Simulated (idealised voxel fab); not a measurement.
The process module that follows is named voxel self aligned vias.
Square cell edge 5 nm, section width 285 nm, ID cut.
Cross-section = grid of square cells, listed top down in bands; band = one or more rows.
Basically the band line says how high the top is and how high the bottom is, in nm, and then what's in it from left to right, every material with its width in nm. Empty space shows up as "blank", and if a single material carries "full width" it runs the full band edge to edge.
A quick word on heights: they are counted from 0, and under that level the wafer as it came to us is one material throughout. The lowest band is different from the rest in having no bottom; it simply continues downward, written as in "0 down".
With a width like "30 to 40", each row of cells in the band differs from the next by the same amount, the top row carrying the first number and the bottom row the second.
A step reported as "stayed the same" is a step in which no cell of the cross-section changed.
"Unvented internal voids": empty spaces of 8 cells or more with no open way to the top, each given as width x height at distance, distance from the left edge, all in nm.
If you see something after the settings on a step's line, that's the simulator's own remark about that step.
A step line may carry the setting "overlay nm", which, for steps involving a mask, states the distance by which the mask lay to the right of its intended position; negative values denote displacement to the left.
## Planned process steps
| 1 | RECEIVE: material Si |
| 2 | CONFORMAL_DEP: material SiO2, thk nm 10 |
| 3 | CONFORMAL_DEP: material SiCN, thk nm 5 |
| 4 | DIRECTIONAL_DEP: material lowk, thk nm 20 |
| 5 | DIRECTIONAL_DEP: material aC, thk nm 15 |
| 6 | PATTERN: tone open, mask id LINES, material resist, width nm 25, pitch nm 55, thk nm 35, overlay nm 0 |
| 7 | DIRECTIONAL_ETCH: etch materials aC, depth nm 15 |
| 8 | STRIP: etch materials resist |
| 9 | DIRECTIONAL_ETCH: etch materials lowk, depth nm 20 |
| 10 | STRIP: etch materials aC |
| 11 | CONFORMAL_DEP: material TiN, thk nm 5 |
| 12 | FILL_DEP: material Ru, thk nm 10 |
| 13 | CMP: height nm 35 |
| 14 | SELECTIVE_ETCH: etch materials W Ru TiN, depth nm 10 |
| 15 | FILL_DEP: material SiN, thk nm 10 |
| 16 | CMP: height nm 35 |
| 17 | DIRECTIONAL_DEP: material lowk, thk nm 15 |
| 18 | DIRECTIONAL_DEP: material aC, thk nm 15 |
| 19 | PATTERN: tone open, mask id VIAS, material resist, width nm 35, pitch nm 110, thk nm 35, overlay nm 0 |
| 20 | DIRECTIONAL_ETCH: etch materials aC, depth nm 15 |
| 21 | STRIP: etch materials resist |
| 22 | DIRECTIONAL_ETCH: etch materials lowk, depth nm 15 |
| 23 | DIRECTIONAL_ETCH: etch materials SiN, depth nm 10 |
| 24 | STRIP: etch materials aC |
| 25 | CONFORMAL_DEP: material TiN, thk nm 5 |
| 26 | FILL_DEP: material W, thk nm 10 |
| 27 | CMP: height nm 50 |
| 28 | CONFORMAL_DEP: material SiN, thk nm 5 |
## Concerning the first of two wafers, which was run in accordance with the plan
## This is the cross-section of the wafer as we received it, i.e. after step 1
  0 down | Si full width
  Unvented internal voids: none
## Wafer after step 2 (cross-section)
  10 to 0 | SiO2 full width
  Below a height of 0, the structure has not been altered.
## Wafer after step 3 (cross-section)
  15 to 10 | SiCN full width
  Below a height of 10, the structure has not been altered.
## Wafer after step 4 (cross-section)
  35 to 15 | lowk full width
  Below a height of 15, the structure has not been altered.
## Wafer after step 5 (cross-section)
  50 to 35 | aC full width
  Below a height of 35, the structure has not been altered.
## Wafer after step 6 (cross-section)
  85 to 50 | resist: 75; blank: 25; resist: 30; blank: 25; resist: 30; blank: 25; resist: 75
  Below a height of 50, the structure has not been altered.
## Wafer after step 7 (cross-section)
  70 to 50 | resist: 75; blank: 25; resist: 30; blank: 25; resist: 30; blank: 25; resist: 75
  50 to 35 | aC: 75; blank: 25; aC: 30; blank: 25; aC: 30; blank: 25; aC: 75
  Below a height of 35, the structure has not been altered.
## Wafer after step 8 (cross-section)
  50 to 35 | aC: 75; blank: 25; aC: 30; blank: 25; aC: 30; blank: 25; aC: 75
  Below a height of 35, the structure has not been altered.
## Wafer after step 9 (cross-section)
  50 to 35 | aC: 75; blank: 25; aC: 30; blank: 25; aC: 30; blank: 25; aC: 75
  35 to 15 | lowk: 75; blank: 25; lowk: 30; blank: 25; lowk: 30; blank: 25; lowk: 75
  Below a height of 15, the structure has not been altered.
## Wafer after step 10 (cross-section)
  35 to 15 | lowk: 75; blank: 25; lowk: 30; blank: 25; lowk: 30; blank: 25; lowk: 75
  Below a height of 15, the structure has not been altered.
## Wafer after step 11 (cross-section)
  40 to 35 | TiN: 80; blank: 15; TiN: 40; blank: 15; TiN: 40; blank: 15; TiN: 80
  35 to 20 | lowk: 75; TiN: 5; blank: 15; TiN: 5; lowk: 30; TiN: 5; blank: 15; TiN: 5; lowk: 30; TiN: 5; blank: 15; TiN: 5; lowk: 75
  20 to 15 | lowk: 75; TiN: 25; lowk: 30; TiN: 25; lowk: 30; TiN: 25; lowk: 75
  Below a height of 15, the structure has not been altered.
## Wafer after step 12 (cross-section)
  50 to 40 | Ru full width
  40 to 35 | TiN: 80; Ru: 15; TiN: 40; Ru: 15; TiN: 40; Ru: 15; TiN: 80
  35 to 20 | lowk: 75; TiN: 5; Ru: 15; TiN: 5; lowk: 30; TiN: 5; Ru: 15; TiN: 5; lowk: 30; TiN: 5; Ru: 15; TiN: 5; lowk: 75
  Below a height of 20, the structure has not been altered.
## Wafer after step 13 (cross-section)
  35 to 20 | lowk: 75; TiN: 5; Ru: 15; TiN: 5; lowk: 30; TiN: 5; Ru: 15; TiN: 5; lowk: 30; TiN: 5; Ru: 15; TiN: 5; lowk: 75
  Below a height of 20, the structure has not been altered.
## Wafer after step 14 (cross-section)
  35 to 25 | lowk: 75; blank: 25; lowk: 30; blank: 25; lowk: 30; blank: 25; lowk: 75
  Below a height of 25, the structure has not been altered.
## Wafer after step 15 (cross-section)
  45 to 35 | SiN full width
  35 to 25 | lowk: 75; SiN: 25; lowk: 30; SiN: 25; lowk: 30; SiN: 25; lowk: 75
  Below a height of 25, the structure has not been altered.
## Wafer after step 16 (cross-section)
  35 to 25 | lowk: 75; SiN: 25; lowk: 30; SiN: 25; lowk: 30; SiN: 25; lowk: 75
  Below a height of 25, the structure has not been altered.
## Wafer after step 17 (cross-section)
  50 to 35 | lowk full width
  Below a height of 35, the structure has not been altered.
## Wafer after step 18 (cross-section)
  65 to 50 | aC full width
  Below a height of 50, the structure has not been altered.
## Wafer after step 19 (cross-section)
  100 to 65 | resist: 70; blank: 35; resist: 75; blank: 35; resist: 70
  Below a height of 65, the structure has not been altered.
## Wafer after step 20 (cross-section)
  85 to 65 | resist: 70; blank: 35; resist: 75; blank: 35; resist: 70
  65 to 50 | aC: 70; blank: 35; aC: 75; blank: 35; aC: 70
  Below a height of 50, the structure has not been altered.
## Wafer after step 21 (cross-section)
  65 to 50 | aC: 70; blank: 35; aC: 75; blank: 35; aC: 70
  Below a height of 50, the structure has not been altered.
## Wafer after step 22 (cross-section)
  65 to 50 | aC: 70; blank: 35; aC: 75; blank: 35; aC: 70
  50 to 35 | lowk: 70; blank: 35; lowk: 75; blank: 35; lowk: 70
  Below a height of 35, the structure has not been altered.
## Wafer after step 23 (cross-section)
  65 to 50 | aC: 70; blank: 35; aC: 75; blank: 35; aC: 70
  50 to 35 | lowk: 70; blank: 35; lowk: 75; blank: 35; lowk: 70
  35 to 25 | lowk: 75; blank: 25; lowk: 30; SiN: 25; lowk: 30; blank: 25; lowk: 75
  Below a height of 25, the structure has not been altered.
## Wafer after step 24 (cross-section)
  50 to 35 | lowk: 70; blank: 35; lowk: 75; blank: 35; lowk: 70
  Below a height of 35, the structure has not been altered.
## Wafer after step 25 (cross-section)
  55 to 50 | TiN: 75; blank: 25; TiN: 85; blank: 25; TiN: 75
  50 to 40 | lowk: 70; TiN: 5; blank: 25; TiN: 5; lowk: 75; TiN: 5; blank: 25; TiN: 5; lowk: 70
  40 to 35 | lowk: 70; TiN: 10; blank: 15; TiN: 10; lowk: 75; TiN: 10; blank: 15; TiN: 10; lowk: 70
  35 to 30 | lowk: 75; TiN: 5; blank: 15; TiN: 5; lowk: 30; SiN: 25; lowk: 30; TiN: 5; blank: 15; TiN: 5; lowk: 75
  30 to 25 | lowk: 75; TiN: 25; lowk: 30; SiN: 25; lowk: 30; TiN: 25; lowk: 75
  Below a height of 25, the structure has not been altered.
## Wafer after step 26 (cross-section)
  65 to 55 | W full width
  55 to 50 | TiN: 75; W: 25; TiN: 85; W: 25; TiN: 75
  50 to 40 | lowk: 70; TiN: 5; W: 25; TiN: 5; lowk: 75; TiN: 5; W: 25; TiN: 5; lowk: 70
  40 to 35 | lowk: 70; TiN: 10; W: 15; TiN: 10; lowk: 75; TiN: 10; W: 15; TiN: 10; lowk: 70
  35 to 30 | lowk: 75; TiN: 5; W: 15; TiN: 5; lowk: 30; SiN: 25; lowk: 30; TiN: 5; W: 15; TiN: 5; lowk: 75
  Below a height of 30, the structure has not been altered.
## Wafer after step 27 (cross-section)
  50 to 40 | lowk: 70; TiN: 5; W: 25; TiN: 5; lowk: 75; TiN: 5; W: 25; TiN: 5; lowk: 70
  Below a height of 40, the structure has not been altered.
## Wafer after step 28 (cross-section)
  55 to 50 | SiN full width
  Below a height of 50, the structure has not been altered.
## Second of two: same start, same plan, one run error; steps up to and including 18 match the first
## Cross-section of the second wafer when, according to plan, step 19 should have finished
  100 to 65 | resist: 75; blank: 30; resist: 80; blank: 30; resist: 70
  Below a height of 65, the structure has not been altered.
## Cross-section of the second wafer when, according to plan, step 20 should have finished
  85 to 65 | resist: 75; blank: 30; resist: 80; blank: 30; resist: 70
  65 to 50 | aC: 75; blank: 30; aC: 80; blank: 30; aC: 70
  Below a height of 50, the structure has not been altered.
## Cross-section of the second wafer when, according to plan, step 21 should have finished
  65 to 50 | aC: 75; blank: 30; aC: 80; blank: 30; aC: 70
  Below a height of 50, the structure has not been altered.
## Cross-section of the second wafer when, according to plan, step 22 should have finished
  65 to 50 | aC: 75; blank: 30; aC: 80; blank: 30; aC: 70
  50 to 35 | lowk: 75; blank: 30; lowk: 80; blank: 30; lowk: 70
  Below a height of 35, the structure has not been altered.
## Cross-section of the second wafer when, according to plan, step 23 should have finished
  65 to 50 | aC: 75; blank: 30; aC: 80; blank: 30; aC: 70
  50 to 35 | lowk: 75; blank: 30; lowk: 80; blank: 30; lowk: 70
  35 to 25 | lowk: 75; blank: 25; lowk: 30; SiN: 25; lowk: 30; blank: 25; lowk: 75
  Below a height of 25, the structure has not been altered.
## Cross-section of the second wafer when, according to plan, step 24 should have finished
  50 to 35 | lowk: 75; blank: 30; lowk: 80; blank: 30; lowk: 70
  Below a height of 35, the structure has not been altered.
## Cross-section of the second wafer when, according to plan, step 25 should have finished
  55 to 50 | TiN: 80; blank: 20; TiN: 90; blank: 20; TiN: 75
  50 to 40 | lowk: 75; TiN: 5; blank: 20; TiN: 5; lowk: 80; TiN: 5; blank: 20; TiN: 5; lowk: 70
  40 to 35 | lowk: 75; TiN: 5; blank: 15; TiN: 10; lowk: 80; TiN: 5; blank: 15; TiN: 10; lowk: 70
  35 to 30 | lowk: 75; TiN: 5; blank: 15; TiN: 5; lowk: 30; SiN: 25; lowk: 30; TiN: 5; blank: 15; TiN: 5; lowk: 75
  30 to 25 | lowk: 75; TiN: 25; lowk: 30; SiN: 25; lowk: 30; TiN: 25; lowk: 75
  Below a height of 25, the structure has not been altered.
## Cross-section of the second wafer when, according to plan, step 26 should have finished
  65 to 55 | W full width
  55 to 50 | TiN: 80; W: 20; TiN: 90; W: 20; TiN: 75
  50 to 40 | lowk: 75; TiN: 5; W: 20; TiN: 5; lowk: 80; TiN: 5; W: 20; TiN: 5; lowk: 70
  40 to 35 | lowk: 75; TiN: 5; W: 15; TiN: 10; lowk: 80; TiN: 5; W: 15; TiN: 10; lowk: 70
  35 to 30 | lowk: 75; TiN: 5; W: 15; TiN: 5; lowk: 30; SiN: 25; lowk: 30; TiN: 5; W: 15; TiN: 5; lowk: 75
  Below a height of 30, the structure has not been altered.
## Cross-section of the second wafer when, according to plan, step 27 should have finished
  50 to 40 | lowk: 75; TiN: 5; W: 20; TiN: 5; lowk: 80; TiN: 5; W: 20; TiN: 5; lowk: 70
  Below a height of 40, the structure has not been altered.
## Cross-section of the second wafer when, according to plan, step 28 should have finished
  55 to 50 | SiN full width
  Below a height of 50, the structure has not been altered.
In executing the process, a mistake was made relative to the plan: step 19: run off-plan, actual operation and settings PATTERN: tone open, mask id VIAS, material resist, width nm 30, pitch nm 110, thk nm 35, overlay nm 0
at the end the second wafer has, in cells: 2 fewer of TiN, 4 fewer of W, 6 more of lowk
